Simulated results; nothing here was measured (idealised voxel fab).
process module | voxel self aligned vias
cross-section cut | 200 nm wide | cells 5 nm
A cross-section is a grid of square cells, given in bands from the top down. A band is one or more rows of cells.
Each band's line starts with the height of the band's top and of its bottom, in nm. Then come its materials from left to right, each with its width in nm. One material with "throughout" fills the band from edge to edge. "air" is empty space.
Height 0 is the level under which the wafer as received is all one material. The lowest band goes on downwards, as in "0 down".
A width such as "30 to 40" changes by the same amount from each row of cells to the next, from the band's top row to its bottom row.
"no change" after a step means that no cell of the cross-section changed.
closed voids: empty space of 8 cells or more with no open way to the top, each as width x height at its distance from the left edge, in nm
after a step's settings: what the simulator itself notes on the step
overlay nm, on a step with a mask: how far to the right of its planned place the mask lay; to the left if negative
Each pair below shows a cross-section before one step and the cross-section after it, down to the lowest band that changed. The line under each pair gives the step between them, with its settings. The pairs can come from different runs of this module on the same starting wafer, so a pair continues from the pair above only where its "before" says so.
before
  0 down: Si throughout
  closed voids: none
after
  15 to 0: SiO2 throughout
  below 0: unchanged
  closed voids: none
the step between: op CONFORMAL_DEP | material SiO2 | thk nm 15
before: the cross-section after the pair above
after
  20 to 15: SiCN throughout
  below 15: unchanged
  closed voids: none
the step between: op CONFORMAL_DEP | material SiCN | thk nm 5
before: the cross-section after the pair above
after
  40 to 20: lowk throughout
  below 20: unchanged
  closed voids: none
the step between: op DIRECTIONAL_DEP | material lowk | thk nm 20
before: the cross-section after the pair above
after
  60 to 40: resist 45 | air 20 | resist 25 | air 20 | resist 25 | air 20 | resist 45
  below 40: unchanged
  closed voids: none
the step between: op PATTERN | tone open | mask id LINES | material resist | width nm 20 | pitch nm 45 | thk nm 20 | overlay nm 0
before: the cross-section after the pair above
after
  60 to 40: resist 45 | air 20 | resist 25 | air 20 | resist 25 | air 20 | resist 45
  40 to 20: lowk 45 | air 20 | lowk 25 | air 20 | lowk 25 | air 20 | lowk 45
  below 20: unchanged
  closed voids: none
the step between: op DIRECTIONAL_ETCH | etch materials lowk | depth nm 20
before: the cross-section after the pair above
after
  40 to 20: lowk 45 | air 20 | lowk 25 | air 20 | lowk 25 | air 20 | lowk 45
  below 20: unchanged
  closed voids: none
the step between: op STRIP | etch materials resist
before: the cross-section after the pair above
after
  45 to 40: TiN 50 | air 10 | TiN 35 | air 10 | TiN 35 | air 10 | TiN 50
  40 to 25: lowk 45 | TiN 5 | air 10 | TiN 5 | lowk 25 | TiN 5 | air 10 | TiN 5 | lowk 25 | TiN 5 | air 10 | TiN 5 | lowk 45
  25 to 20: lowk 45 | TiN 20 | lowk 25 | TiN 20 | lowk 25 | TiN 20 | lowk 45
  below 20: unchanged
  closed voids: none
the step between: op CONFORMAL_DEP | material TiN | thk nm 5
before: the cross-section after the pair above
after
  55 to 45: Ru throughout
  45 to 40: TiN 50 | Ru 10 | TiN 35 | Ru 10 | TiN 35 | Ru 10 | TiN 50
  40 to 25: lowk 45 | TiN 5 | Ru 10 | TiN 5 | lowk 25 | TiN 5 | Ru 10 | TiN 5 | lowk 25 | TiN 5 | Ru 10 | TiN 5 | lowk 45
  below 25: unchanged
  closed voids: none
the step between: op FILL_DEP | material Ru | thk nm 10
before: the cross-section after the pair above
after
  40 to 25: lowk 45 | TiN 5 | Ru 10 | TiN 5 | lowk 25 | TiN 5 | Ru 10 | TiN 5 | lowk 25 | TiN 5 | Ru 10 | TiN 5 | lowk 45
  below 25: unchanged
  closed voids: none
the step between: op CMP | height nm 40
before: the cross-section after the pair above
after
  40 to 30: lowk 45 | air 20 | lowk 25 | air 20 | lowk 25 | air 20 | lowk 45
  below 30: unchanged
  closed voids: none
the step between: op SELECTIVE_ETCH | etch materials W Ru TiN | depth nm 10
before: the cross-section after the pair above
after
  50 to 40: SiN throughout
  40 to 30: lowk 45 | SiN 20 | lowk 25 | SiN 20 | lowk 25 | SiN 20 | lowk 45
  below 30: unchanged
  closed voids: none
the step between: op FILL_DEP | material SiN | thk nm 10
before: the cross-section after the pair above
after
  40 to 30: lowk 45 | SiN 20 | lowk 25 | SiN 20 | lowk 25 | SiN 20 | lowk 45
  below 30: unchanged
  closed voids: none
the step between: op CMP | height nm 40
before: the cross-section after the pair above
after
  55 to 40: lowk throughout
  below 40: unchanged
  closed voids: none
the step between: op DIRECTIONAL_DEP | material lowk | thk nm 15
before: the cross-section after the pair above
after
  55 to 40: lowk 40 | air 30 | lowk 60 | air 30 | lowk 40
  below 40: unchanged
  closed voids: none
the step between: op MASKED_ETCH | tone open | mask id VIAS | width nm 30 | pitch nm 90 | etch materials lowk | depth nm 15 | overlay nm 0
before: the cross-section after the pair above
after
  55 to 40: lowk 40 | air 30 | lowk 60 | air 30 | lowk 40
  40 to 30: lowk 45 | air 20 | lowk 25 | SiN 20 | lowk 25 | air 20 | lowk 45
  below 30: unchanged
  closed voids: none
the step between: op MASKED_ETCH | tone open | mask id VIAS | width nm 30 | pitch nm 90 | etch materials SiN | depth nm 10 | overlay nm 0
before: the cross-section after the pair above
after
  60 to 55: TiN 45 | air 20 | TiN 70 | air 20 | TiN 45
  55 to 45: lowk 40 | TiN 5 | air 20 | TiN 5 | lowk 60 | TiN 5 | air 20 | TiN 5 | lowk 40
  45 to 40: lowk 40 | TiN 10 | air 10 | TiN 10 | lowk 60 | TiN 10 | air 10 | TiN 10 | lowk 40
  40 to 35: lowk 45 | TiN 5 | air 10 | TiN 5 | lowk 25 | SiN 20 | lowk 25 | TiN 5 | air 10 | TiN 5 | lowk 45
  35 to 30: lowk 45 | TiN 20 | lowk 25 | SiN 20 | lowk 25 | TiN 20 | lowk 45
  below 30: unchanged
  closed voids: none
the step between: op CONFORMAL_DEP | material TiN | thk nm 5
before: the cross-section after the pair above
after
  65 to 60: Ru throughout
  60 to 55: TiN 45 | Ru 20 | TiN 70 | Ru 20 | TiN 45
  55 to 45: lowk 40 | TiN 5 | Ru 20 | TiN 5 | lowk 60 | TiN 5 | Ru 20 | TiN 5 | lowk 40
  45 to 40: lowk 40 | TiN 10 | Ru 10 | TiN 10 | lowk 60 | TiN 10 | Ru 10 | TiN 10 | lowk 40
  40 to 35: lowk 45 | TiN 5 | Ru 10 | TiN 5 | lowk 25 | SiN 20 | lowk 25 | TiN 5 | Ru 10 | TiN 5 | lowk 45
  below 35: unchanged
  closed voids: none
the step between: op FILL_DEP | material Ru | thk nm 5
before: the cross-section after the pair above
after
  55 to 45: lowk 40 | TiN 5 | Ru 20 | TiN 5 | lowk 60 | TiN 5 | Ru 20 | TiN 5 | lowk 40
  below 45: unchanged
  closed voids: none
the step between: op CMP | height nm 55
before: the cross-section after the pair above
after
  60 to 55: SiN throughout
  below 55: unchanged
  closed voids: none
the step between: op CONFORMAL_DEP | material SiN | thk nm 5
before
  15 to 0: SiO2 throughout
  0 down: Si throughout
  closed voids: none
after
  35 to 15: lowk throughout
  below 15: unchanged
  closed voids: none
the step between: op DIRECTIONAL_DEP | material lowk | thk nm 20
before: the cross-section after the pair above
after
  55 to 35: resist 45 | air 20 | resist 25 | air 20 | resist 25 | air 20 | resist 45
  below 35: unchanged
  closed voids: none
the step between: op PATTERN | tone open | mask id LINES | material resist | width nm 20 | pitch nm 45 | thk nm 20 | overlay nm 0
before: the cross-section after the pair above
after
  55 to 35: resist 45 | air 20 | resist 25 | air 20 | resist 25 | air 20 | resist 45
  35 to 15: lowk 45 | air 20 | lowk 25 | air 20 | lowk 25 | air 20 | lowk 45
  below 15: unchanged
  closed voids: none
the step between: op DIRECTIONAL_ETCH | etch materials lowk | depth nm 20
before: the cross-section after the pair above
after
  35 to 15: lowk 45 | air 20 | lowk 25 | air 20 | lowk 25 | air 20 | lowk 45
  below 15: unchanged
  closed voids: none
the step between: op STRIP | etch materials resist
before: the cross-section after the pair above
after
  40 to 35: TiN 50 | air 10 | TiN 35 | air 10 | TiN 35 | air 10 | TiN 50
  35 to 20: lowk 45 | TiN 5 | air 10 | TiN 5 | lowk 25 | TiN 5 | air 10 | TiN 5 | lowk 25 | TiN 5 | air 10 | TiN 5 | lowk 45
  20 to 15: lowk 45 | TiN 20 | lowk 25 | TiN 20 | lowk 25 | TiN 20 | lowk 45
  below 15: unchanged
  closed voids: none
the step between: op CONFORMAL_DEP | material TiN | thk nm 5
before: the cross-section after the pair above
after
  50 to 40: Ru throughout
  40 to 35: TiN 50 | Ru 10 | TiN 35 | Ru 10 | TiN 35 | Ru 10 | TiN 50
  35 to 20: lowk 45 | TiN 5 | Ru 10 | TiN 5 | lowk 25 | TiN 5 | Ru 10 | TiN 5 | lowk 25 | TiN 5 | Ru 10 | TiN 5 | lowk 45
  below 20: unchanged
  closed voids: none
the step between: op FILL_DEP | material Ru | thk nm 10
before: the cross-section after the pair above
after
  40 to 35: TiN 50 | Ru 10 | TiN 35 | Ru 10 | TiN 35 | Ru 10 | TiN 50
  below 35: unchanged
  closed voids: none
the step between: op CMP | height nm 40
before: the cross-section after the pair above
after
  35 to 30: lowk 45 | air 20 | lowk 25 | air 20 | lowk 25 | air 20 | lowk 45
  below 30: unchanged
  closed voids: none
the step between: op SELECTIVE_ETCH | etch materials W Ru TiN | depth nm 10
before: the cross-section after the pair above
after
  45 to 35: SiN throughout
  35 to 30: lowk 45 | SiN 20 | lowk 25 | SiN 20 | lowk 25 | SiN 20 | lowk 45
  below 30: unchanged
  closed voids: none
the step between: op FILL_DEP | material SiN | thk nm 10
before: the cross-section after the pair above
after
  40 to 35: SiN throughout
  below 35: unchanged
  closed voids: none
the step between: op CMP | height nm 40
before: the cross-section after the pair above
after
  55 to 40: lowk throughout
  below 40: unchanged
  closed voids: none
the step between: op DIRECTIONAL_DEP | material lowk | thk nm 15
before: the cross-section after the pair above
after
  55 to 40: lowk 40 | air 30 | lowk 60 | air 30 | lowk 40
  below 40: unchanged
  closed voids: none
the step between: op MASKED_ETCH | tone open | mask id VIAS | width nm 30 | pitch nm 90 | etch materials lowk | depth nm 15 | overlay nm 0
before: the cross-section after the pair above
after
  55 to 40: lowk 40 | air 30 | lowk 60 | air 30 | lowk 40
  40 to 35: SiN 40 | air 30 | SiN 60 | air 30 | SiN 40
  35 to 30: lowk 45 | air 20 | lowk 25 | SiN 20 | lowk 25 | air 20 | lowk 45
  below 30: unchanged
  closed voids: none
the step between: op MASKED_ETCH | tone open | mask id VIAS | width nm 30 | pitch nm 90 | etch materials SiN | depth nm 10 | overlay nm 0
before: the cross-section after the pair above
after
  60 to 55: TiN 45 | air 20 | TiN 70 | air 20 | TiN 45
  55 to 40: lowk 40 | TiN 5 | air 20 | TiN 5 | lowk 60 | TiN 5 | air 20 | TiN 5 | lowk 40
  40 to 35: SiN 40 | TiN 10 | air 10 | TiN 10 | SiN 60 | TiN 10 | air 10 | TiN 10 | SiN 40
  35 to 30: lowk 45 | TiN 20 | lowk 25 | SiN 20 | lowk 25 | TiN 20 | lowk 45
  below 30: unchanged
  closed voids: none
the step between: op CONFORMAL_DEP | material TiN | thk nm 5
before: the cross-section after the pair above
after
  65 to 60: Ru throughout
  60 to 55: TiN 45 | Ru 20 | TiN 70 | Ru 20 | TiN 45
  55 to 40: lowk 40 | TiN 5 | Ru 20 | TiN 5 | lowk 60 | TiN 5 | Ru 20 | TiN 5 | lowk 40
  40 to 35: SiN 40 | TiN 10 | Ru 10 | TiN 10 | SiN 60 | TiN 10 | Ru 10 | TiN 10 | SiN 40
  below 35: unchanged
  closed voids: none
the step between: op FILL_DEP | material Ru | thk nm 5
before: the cross-section after the pair above
after
  55 to 40: lowk 40 | TiN 5 | Ru 20 | TiN 5 | lowk 60 | TiN 5 | Ru 20 | TiN 5 | lowk 40
  below 40: unchanged
  closed voids: none
the step between: op CMP | height nm 55
before: the cross-section after the pair above
after
  60 to 55: SiN throughout
  below 55: unchanged
  closed voids: none
the step between: op CONFORMAL_DEP | material SiN | thk nm 5
before
  15 to 0: SiO2 throughout
  0 down: Si throughout
  closed voids: none
after
  30 to 0: SiO2 throughout
  below 0: unchanged
  closed voids: none
the step between: op CONFORMAL_DEP | material SiO2 | thk nm 15
before: the cross-section after the pair above
after
  35 to 30: SiCN throughout
  below 30: unchanged
  closed voids: none
the step between: op CONFORMAL_DEP | material SiCN | thk nm 5
before: the cross-section after the pair above
after
  55 to 35: lowk throughout
  below 35: unchanged
  closed voids: none
the step between: op DIRECTIONAL_DEP | material lowk | thk nm 20
before: the cross-section after the pair above
after
  75 to 55: resist 45 | air 20 | resist 25 | air 20 | resist 25 | air 20 | resist 45
  below 55: unchanged
  closed voids: none
the step between: op PATTERN | tone open | mask id LINES | material resist | width nm 20 | pitch nm 45 | thk nm 20 | overlay nm 0
before: the cross-section after the pair above
after
  75 to 55: resist 45 | air 20 | resist 25 | air 20 | resist 25 | air 20 | resist 45
  55 to 35: lowk 45 | air 20 | lowk 25 | air 20 | lowk 25 | air 20 | lowk 45
  below 35: unchanged
  closed voids: none
the step between: op DIRECTIONAL_ETCH | etch materials lowk | depth nm 20
before: the cross-section after the pair above
after
  55 to 35: lowk 45 | air 20 | lowk 25 | air 20 | lowk 25 | air 20 | lowk 45
  below 35: unchanged
  closed voids: none
the step between: op STRIP | etch materials resist
before: the cross-section after the pair above
after
  60 to 55: TiN 50 | air 10 | TiN 35 | air 10 | TiN 35 | air 10 | TiN 50
  55 to 40: lowk 45 | TiN 5 | air 10 | TiN 5 | lowk 25 | TiN 5 | air 10 | TiN 5 | lowk 25 | TiN 5 | air 10 | TiN 5 | lowk 45
  40 to 35: lowk 45 | TiN 20 | lowk 25 | TiN 20 | lowk 25 | TiN 20 | lowk 45
  below 35: unchanged
  closed voids: none
the step between: op CONFORMAL_DEP | material TiN | thk nm 5
before: the cross-section after the pair above
after
  70 to 60: Ru throughout
  60 to 55: TiN 50 | Ru 10 | TiN 35 | Ru 10 | TiN 35 | Ru 10 | TiN 50
  55 to 40: lowk 45 | TiN 5 | Ru 10 | TiN 5 | lowk 25 | TiN 5 | Ru 10 | TiN 5 | lowk 25 | TiN 5 | Ru 10 | TiN 5 | lowk 45
  below 40: unchanged
  closed voids: none
the step between: op FILL_DEP | material Ru | thk nm 10
before: the cross-section after the pair above
after
  40 to 35: lowk 45 | TiN 20 | lowk 25 | TiN 20 | lowk 25 | TiN 20 | lowk 45
  below 35: unchanged
  closed voids: none
the step between: op CMP | height nm 40
before: the cross-section after the pair above
after
  40 to 35: lowk 45 | air 20 | lowk 25 | air 20 | lowk 25 | air 20 | lowk 45
  below 35: unchanged
  closed voids: none
the step between: op SELECTIVE_ETCH | etch materials W Ru TiN | depth nm 10
before: the cross-section after the pair above
after
  50 to 40: SiN throughout
  40 to 35: lowk 45 | SiN 20 | lowk 25 | SiN 20 | lowk 25 | SiN 20 | lowk 45
  below 35: unchanged
  closed voids: none
the step between: op FILL_DEP | material SiN | thk nm 10
before: the cross-section after the pair above
after
  40 to 35: lowk 45 | SiN 20 | lowk 25 | SiN 20 | lowk 25 | SiN 20 | lowk 45
  below 35: unchanged
  closed voids: none
the step between: op CMP | height nm 40
before: the cross-section after the pair above
after
  55 to 40: lowk throughout
  below 40: unchanged
  closed voids: none
the step between: op DIRECTIONAL_DEP | material lowk | thk nm 15
before: the cross-section after the pair above
after
  55 to 40: lowk 40 | air 30 | lowk 60 | air 30 | lowk 40
  below 40: unchanged
  closed voids: none
the step between: op MASKED_ETCH | tone open | mask id VIAS | width nm 30 | pitch nm 90 | etch materials lowk | depth nm 15 | overlay nm 0
before: the cross-section after the pair above
after
  55 to 40: lowk 40 | air 30 | lowk 60 | air 30 | lowk 40
  40 to 35: lowk 45 | air 20 | lowk 25 | SiN 20 | lowk 25 | air 20 | lowk 45
  below 35: unchanged
  closed voids: none
the step between: op MASKED_ETCH | tone open | mask id VIAS | width nm 30 | pitch nm 90 | etch materials SiN | depth nm 10 | overlay nm 0
before: the cross-section after the pair above
after
  60 to 55: TiN 45 | air 20 | TiN 70 | air 20 | TiN 45
  55 to 45: lowk 40 | TiN 5 | air 20 | TiN 5 | lowk 60 | TiN 5 | air 20 | TiN 5 | lowk 40
  45 to 40: lowk 40 | TiN 10 | air 10 | TiN 10 | lowk 60 | TiN 10 | air 10 | TiN 10 | lowk 40
  40 to 35: lowk 45 | TiN 20 | lowk 25 | SiN 20 | lowk 25 | TiN 20 | lowk 45
  below 35: unchanged
  closed voids: none
the step between: op CONFORMAL_DEP | material TiN | thk nm 5
before: the cross-section after the pair above
after
  65 to 60: Ru throughout
  60 to 55: TiN 45 | Ru 20 | TiN 70 | Ru 20 | TiN 45
  55 to 45: lowk 40 | TiN 5 | Ru 20 | TiN 5 | lowk 60 | TiN 5 | Ru 20 | TiN 5 | lowk 40
  45 to 40: lowk 40 | TiN 10 | Ru 10 | TiN 10 | lowk 60 | TiN 10 | Ru 10 | TiN 10 | lowk 40
  below 40: unchanged
  closed voids: none
the step between: op FILL_DEP | material Ru | thk nm 5
before: the cross-section after the pair above
after
  55 to 45: lowk 40 | TiN 5 | Ru 20 | TiN 5 | lowk 60 | TiN 5 | Ru 20 | TiN 5 | lowk 40
  below 45: unchanged
  closed voids: none
the step between: op CMP | height nm 55
before: the cross-section after the pair above
after
  60 to 55: SiN throughout
  below 55: unchanged
  closed voids: none
the step between: op CONFORMAL_DEP | material SiN | thk nm 5
before
  0 down: Si throughout
  closed voids: none
after
  5 to 0: SiCN throughout
  below 0: unchanged
  closed voids: none
the step between: op CONFORMAL_DEP | material SiCN | thk nm 5
before: the cross-section after the pair above
after
  20 to 5: SiO2 throughout
  below 5: unchanged
  closed voids: none
the step between: op CONFORMAL_DEP | material SiO2 | thk nm 15
before: the cross-section after the pair above
after
  40 to 20: lowk throughout
  below 20: unchanged
  closed voids: none
the step between: op DIRECTIONAL_DEP | material lowk | thk nm 20
before: the cross-section after the pair above
after
  60 to 40: resist 45 | air 20 | resist 25 | air 20 | resist 25 | air 20 | resist 45
  below 40: unchanged
  closed voids: none
the step between: op PATTERN | tone open | mask id LINES | material resist | width nm 20 | pitch nm 45 | thk nm 20 | overlay nm 0
before: the cross-section after the pair above
after
  60 to 40: resist 45 | air 20 | resist 25 | air 20 | resist 25 | air 20 | resist 45
  40 to 20: lowk 45 | air 20 | lowk 25 | air 20 | lowk 25 | air 20 | lowk 45
  below 20: unchanged
  closed voids: none
the step between: op DIRECTIONAL_ETCH | etch materials lowk | depth nm 20
before: the cross-section after the pair above
after
  40 to 20: lowk 45 | air 20 | lowk 25 | air 20 | lowk 25 | air 20 | lowk 45
  below 20: unchanged
  closed voids: none
the step between: op STRIP | etch materials resist
before: the cross-section after the pair above
after
  45 to 40: TiN 50 | air 10 | TiN 35 | air 10 | TiN 35 | air 10 | TiN 50
  40 to 25: lowk 45 | TiN 5 | air 10 | TiN 5 | lowk 25 | TiN 5 | air 10 | TiN 5 | lowk 25 | TiN 5 | air 10 | TiN 5 | lowk 45
  25 to 20: lowk 45 | TiN 20 | lowk 25 | TiN 20 | lowk 25 | TiN 20 | lowk 45
  below 20: unchanged
  closed voids: none
the step between: op CONFORMAL_DEP | material TiN | thk nm 5
before: the cross-section after the pair above
after
  55 to 45: Ru throughout
  45 to 40: TiN 50 | Ru 10 | TiN 35 | Ru 10 | TiN 35 | Ru 10 | TiN 50
  40 to 25: lowk 45 | TiN 5 | Ru 10 | TiN 5 | lowk 25 | TiN 5 | Ru 10 | TiN 5 | lowk 25 | TiN 5 | Ru 10 | TiN 5 | lowk 45
  below 25: unchanged
  closed voids: none
the step between: op FILL_DEP | material Ru | thk nm 10
before: the cross-section after the pair above
after
  40 to 25: lowk 45 | TiN 5 | Ru 10 | TiN 5 | lowk 25 | TiN 5 | Ru 10 | TiN 5 | lowk 25 | TiN 5 | Ru 10 | TiN 5 | lowk 45
  below 25: unchanged
  closed voids: none
the step between: op CMP | height nm 40
before: the cross-section after the pair above
after
  40 to 30: lowk 45 | air 20 | lowk 25 | air 20 | lowk 25 | air 20 | lowk 45
  below 30: unchanged
  closed voids: none
the step between: op SELECTIVE_ETCH | etch materials W Ru TiN | depth nm 10
before: the cross-section after the pair above
after
  50 to 40: SiN throughout
  40 to 30: lowk 45 | SiN 20 | lowk 25 | SiN 20 | lowk 25 | SiN 20 | lowk 45
  below 30: unchanged
  closed voids: none
the step between: op FILL_DEP | material SiN | thk nm 10
before: the cross-section after the pair above
after
  40 to 30: lowk 45 | SiN 20 | lowk 25 | SiN 20 | lowk 25 | SiN 20 | lowk 45
  below 30: unchanged
  closed voids: none
the step between: op CMP | height nm 40
before: the cross-section after the pair above
after
  55 to 40: lowk throughout
  below 40: unchanged
  closed voids: none
the step between: op DIRECTIONAL_DEP | material lowk | thk nm 15
before: the cross-section after the pair above
after
  55 to 40: lowk 40 | air 30 | lowk 60 | air 30 | lowk 40
  below 40: unchanged
  closed voids: none
the step between: op MASKED_ETCH | tone open | mask id VIAS | width nm 30 | pitch nm 90 | etch materials lowk | depth nm 15 | overlay nm 0
before: the cross-section after the pair above
after
  55 to 40: lowk 40 | air 30 | lowk 60 | air 30 | lowk 40
  40 to 30: lowk 45 | air 20 | lowk 25 | SiN 20 | lowk 25 | air 20 | lowk 45
  below 30: unchanged
  closed voids: none
the step between: op MASKED_ETCH | tone open | mask id VIAS | width nm 30 | pitch nm 90 | etch materials SiN | depth nm 10 | overlay nm 0
before: the cross-section after the pair above
after
  60 to 55: TiN 45 | air 20 | TiN 70 | air 20 | TiN 45
  55 to 45: lowk 40 | TiN 5 | air 20 | TiN 5 | lowk 60 | TiN 5 | air 20 | TiN 5 | lowk 40
  45 to 40: lowk 40 | TiN 10 | air 10 | TiN 10 | lowk 60 | TiN 10 | air 10 | TiN 10 | lowk 40
  40 to 35: lowk 45 | TiN 5 | air 10 | TiN 5 | lowk 25 | SiN 20 | lowk 25 | TiN 5 | air 10 | TiN 5 | lowk 45
  35 to 30: lowk 45 | TiN 20 | lowk 25 | SiN 20 | lowk 25 | TiN 20 | lowk 45
  below 30: unchanged
  closed voids: none
the step between: op CONFORMAL_DEP | material TiN | thk nm 5
before: the cross-section after the pair above
after
  65 to 60: Ru throughout
  60 to 55: TiN 45 | Ru 20 | TiN 70 | Ru 20 | TiN 45
  55 to 45: lowk 40 | TiN 5 | Ru 20 | TiN 5 | lowk 60 | TiN 5 | Ru 20 | TiN 5 | lowk 40
  45 to 40: lowk 40 | TiN 10 | Ru 10 | TiN 10 | lowk 60 | TiN 10 | Ru 10 | TiN 10 | lowk 40
  40 to 35: lowk 45 | TiN 5 | Ru 10 | TiN 5 | lowk 25 | SiN 20 | lowk 25 | TiN 5 | Ru 10 | TiN 5 | lowk 45
  below 35: unchanged
  closed voids: none
the step between: op FILL_DEP | material Ru | thk nm 5
before: the cross-section after the pair above
after
  55 to 45: lowk 40 | TiN 5 | Ru 20 | TiN 5 | lowk 60 | TiN 5 | Ru 20 | TiN 5 | lowk 40
  below 45: unchanged
  closed voids: none
the step between: op CMP | height nm 55
before: the cross-section after the pair above
after
  60 to 55: SiN throughout
  below 55: unchanged
  closed voids: none
the step between: op CONFORMAL_DEP | material SiN | thk nm 5
before
  55 to 40: lowk throughout
  40 to 30: lowk 45 | SiN 20 | lowk 25 | SiN 20 | lowk 25 | SiN 20 | lowk 45
  30 to 25: lowk 45 | TiN 5 | Ru 10 | TiN 5 | lowk 25 | TiN 5 | Ru 10 | TiN 5 | lowk 25 | TiN 5 | Ru 10 | TiN 5 | lowk 45
  25 to 20: lowk 45 | TiN 20 | lowk 25 | TiN 20 | lowk 25 | TiN 20 | lowk 45
  20 to 15: SiCN throughout
  15 to 0: SiO2 throughout
  0 down: Si throughout
  closed voids: none
after
  55 to 40: lowk 40 | air 30 | lowk 60 | air 30 | lowk 40
  40 to 30: lowk 40 | air 5 | SiN 20 | air 5 | lowk 20 | SiN 20 | lowk 20 | air 5 | SiN 20 | air 5 | lowk 40
  below 30: unchanged
  closed voids: none
the step between: op MASKED_ETCH | tone open | mask id VIAS | width nm 30 | pitch nm 90 | etch materials lowk | depth nm 25 | overlay nm 0
before: the cross-section after the pair above
after
  55 to 40: lowk 40 | air 30 | lowk 60 | air 30 | lowk 40
  40 to 30: lowk 40 | air 30 | lowk 20 | SiN 20 | lowk 20 | air 30 | lowk 40
  below 30: unchanged
  closed voids: none
the step between: op MASKED_ETCH | tone open | mask id VIAS | width nm 30 | pitch nm 90 | etch materials SiN | depth nm 10 | overlay nm 0
before: the cross-section after the pair above
after
  60 to 55: TiN 45 | air 20 | TiN 70 | air 20 | TiN 45
  55 to 40: lowk 40 | TiN 5 | air 20 | TiN 5 | lowk 60 | TiN 5 | air 20 | TiN 5 | lowk 40
  40 to 35: lowk 40 | TiN 5 | air 20 | TiN 5 | lowk 20 | SiN 20 | lowk 20 | TiN 5 | air 20 | TiN 5 | lowk 40
  35 to 30: lowk 40 | TiN 30 | lowk 20 | SiN 20 | lowk 20 | TiN 30 | lowk 40
  below 30: unchanged
  closed voids: none
the step between: op CONFORMAL_DEP | material TiN | thk nm 5
before: the cross-section after the pair above
after
  65 to 60: Ru throughout
  60 to 55: TiN 45 | Ru 20 | TiN 70 | Ru 20 | TiN 45
  55 to 40: lowk 40 | TiN 5 | Ru 20 | TiN 5 | lowk 60 | TiN 5 | Ru 20 | TiN 5 | lowk 40
  40 to 35: lowk 40 | TiN 5 | Ru 20 | TiN 5 | lowk 20 | SiN 20 | lowk 20 | TiN 5 | Ru 20 | TiN 5 | lowk 40
  below 35: unchanged
  closed voids: none
the step between: op FILL_DEP | material Ru | thk nm 5
before: the cross-section after the pair above
after
  55 to 40: lowk 40 | TiN 5 | Ru 20 | TiN 5 | lowk 60 | TiN 5 | Ru 20 | TiN 5 | lowk 40
  below 40: unchanged
  closed voids: none
the step between: op CMP | height nm 55
before: the cross-section after the pair above
after
  60 to 55: SiN throughout
  below 55: unchanged
  closed voids: none
the step between: op CONFORMAL_DEP | material SiN | thk nm 5
before
  55 to 40: lowk throughout
  40 to 30: lowk 45 | SiN 20 | lowk 25 | SiN 20 | lowk 25 | SiN 20 | lowk 45
  30 to 25: lowk 45 | TiN 5 | Ru 10 | TiN 5 | lowk 25 | TiN 5 | Ru 10 | TiN 5 | lowk 25 | TiN 5 | Ru 10 | TiN 5 | lowk 45
  25 to 20: lowk 45 | TiN 20 | lowk 25 | TiN 20 | lowk 25 | TiN 20 | lowk 45
  20 to 15: SiCN throughout
  15 to 0: SiO2 throughout
  0 down: Si throughout
  closed voids: none
after
  55 to 40: lowk 35 | air 40 | lowk 50 | air 40 | lowk 35
  below 40: unchanged
  closed voids: none
the step between: op MASKED_ETCH | tone open | mask id VIAS | width nm 40 | pitch nm 90 | etch materials lowk | depth nm 15 | overlay nm 0
before: the cross-section after the pair above
after
  55 to 40: lowk 35 | air 40 | lowk 50 | air 40 | lowk 35
  40 to 30: lowk 45 | air 20 | lowk 25 | SiN 20 | lowk 25 | air 20 | lowk 45
  below 30: unchanged
  closed voids: none
the step between: op MASKED_ETCH | tone open | mask id VIAS | width nm 30 | pitch nm 90 | etch materials SiN | depth nm 10 | overlay nm 0
before: the cross-section after the pair above
after
  60 to 55: TiN 40 | air 30 | TiN 60 | air 30 | TiN 40
  55 to 45: lowk 35 | TiN 5 | air 30 | TiN 5 | lowk 50 | TiN 5 | air 30 | TiN 5 | lowk 35
  45 to 40: lowk 35 | TiN 15 | air 10 | TiN 15 | lowk 50 | TiN 15 | air 10 | TiN 15 | lowk 35
  40 to 35: lowk 45 | TiN 5 | air 10 | TiN 5 | lowk 25 | SiN 20 | lowk 25 | TiN 5 | air 10 | TiN 5 | lowk 45
  35 to 30: lowk 45 | TiN 20 | lowk 25 | SiN 20 | lowk 25 | TiN 20 | lowk 45
  below 30: unchanged
  closed voids: none
the step between: op CONFORMAL_DEP | material TiN | thk nm 5
before: the cross-section after the pair above
after
  65 to 60: Ru throughout
  60 to 55: TiN 40 | Ru 30 | TiN 60 | Ru 30 | TiN 40
  55 to 45: lowk 35 | TiN 5 | Ru 30 | TiN 5 | lowk 50 | TiN 5 | Ru 30 | TiN 5 | lowk 35
  45 to 40: lowk 35 | TiN 15 | Ru 10 | TiN 15 | lowk 50 | TiN 15 | Ru 10 | TiN 15 | lowk 35
  40 to 35: lowk 45 | TiN 5 | Ru 10 | TiN 5 | lowk 25 | SiN 20 | lowk 25 | TiN 5 | Ru 10 | TiN 5 | lowk 45
  below 35: unchanged
  closed voids: none
the step between: op FILL_DEP | material Ru | thk nm 5
before: the cross-section after the pair above
after
  55 to 45: lowk 35 | TiN 5 | Ru 30 | TiN 5 | lowk 50 | TiN 5 | Ru 30 | TiN 5 | lowk 35
  below 45: unchanged
  closed voids: none
the step between: op CMP | height nm 55
before: the cross-section after the pair above
after
  60 to 55: SiN throughout
  below 55: unchanged
  closed voids: none
the step between: op CONFORMAL_DEP | material SiN | thk nm 5
before
  40 to 20: lowk throughout
  20 to 15: SiCN throughout
  15 to 0: SiO2 throughout
  0 down: Si throughout
  closed voids: none
after
  60 to 40: resist 50 | air 20 | resist 25 | air 20 | resist 25 | air 20 | resist 40
  below 40: unchanged
  closed voids: none
the step between: op PATTERN | tone open | mask id LINES | material resist | width nm 20 | pitch nm 45 | thk nm 20 | overlay nm 5
before: the cross-section after the pair above
after
  60 to 40: resist 50 | air 20 | resist 25 | air 20 | resist 25 | air 20 | resist 40
  40 to 20: lowk 50 | air 20 | lowk 25 | air 20 | lowk 25 | air 20 | lowk 40
  below 20: unchanged
  closed voids: none
the step between: op DIRECTIONAL_ETCH | etch materials lowk | depth nm 20
before: the cross-section after the pair above
after
  40 to 20: lowk 50 | air 20 | lowk 25 | air 20 | lowk 25 | air 20 | lowk 40
  below 20: unchanged
  closed voids: none
the step between: op STRIP | etch materials resist
before: the cross-section after the pair above
after
  45 to 40: TiN 55 | air 10 | TiN 35 | air 10 | TiN 35 | air 10 | TiN 45
  40 to 25: lowk 50 | TiN 5 | air 10 | TiN 5 | lowk 25 | TiN 5 | air 10 | TiN 5 | lowk 25 | TiN 5 | air 10 | TiN 5 | lowk 40
  25 to 20: lowk 50 | TiN 20 | lowk 25 | TiN 20 | lowk 25 | TiN 20 | lowk 40
  below 20: unchanged
  closed voids: none
the step between: op CONFORMAL_DEP | material TiN | thk nm 5
